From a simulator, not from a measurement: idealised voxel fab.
The following is a process module called voxel fin reveal.
FYI the section here is cut, 200 nm wide, cells are 5 nm squares.
Each cross-section below is a grid of square cells, stated as bands in top-down order, with one or more rows of cells making up each band.
Quick guide to a band line: top height, bottom height (nm) up front; then every material left to right with its width in nm. Only one material and it's marked "edge to edge"? Then it fills the band edge to edge. And "air" just means empty space.
A quick word on heights: they are counted from 0, and under that level the wafer as it came to us is one material throughout. The lowest band is different from the rest in having no bottom; it simply continues downward, written as in "0 and below".
The notation "30..40" denotes a width that varies across the rows of cells in the band, beginning at the first number in the top row, finishing at the second number in the bottom row, and changing by an identical amount from each row to the next.
Take "all unchanged" at face value: in the step it is given for, the cross-section changed in none of its cells.
Cavities, closed: empty space of 8 cells or more with no open way to the top, each as width x height at its distance from the left edge, in nm
Where a step's line continues beyond its settings, the continuation is a remark by the simulator itself on that step.
"overlay nm" denotes, for a step that has a mask, the displacement of the mask to the right of its planned place, with negative values corresponding to the left.
Set out below are the planned steps of the process:
- 1: op RECEIVE | material Si
- 2: op CONFORMAL_DEP | material SiN | thk nm 5
- 3: op PATTERN | tone cover | mask id FINS | material resist | width nm 15 | pitch nm 45 | thk nm 20 | overlay nm 0
- 4: op DIRECTIONAL_ETCH | etch materials SiN | depth nm 5
- 5: op DIRECTIONAL_ETCH | etch materials Si | depth nm 40
- 6: op STRIP | etch materials resist
- 7: op OXIDIZE | depth nm 5
- 8: op FILL_DEP | material SiO2 | thk nm 5
- 9: op CMP | height nm 5
- 10: op SELECTIVE_ETCH | etch materials SiO2 | depth nm 35
- 11: op STRIP | etch materials SiN
Cross-section of the wafer as it came to us, i.e., already through step 1:
  0 and below  Si edge to edge
  Cavities, closed: none
End state of the module in cross-section, given the above starting point and plan and one mistake in execution:
  0 down to -30  Si=40, air=25, Si=20, air=25, Si=20, air=25, Si=45
  -30 down to -45  Si=40, SiO2=25, Si=20, SiO2=25, Si=20, SiO2=25, Si=45
  -45 and below  Si edge to edge
  Cavities, closed: none
What was done differently from what was planned? in deviation from the planned setting, step 3 was conducted as op PATTERN | tone open | mask id FINS | material resist | width nm 15 | pitch nm 45 | thk nm 20 | overlay nm 0
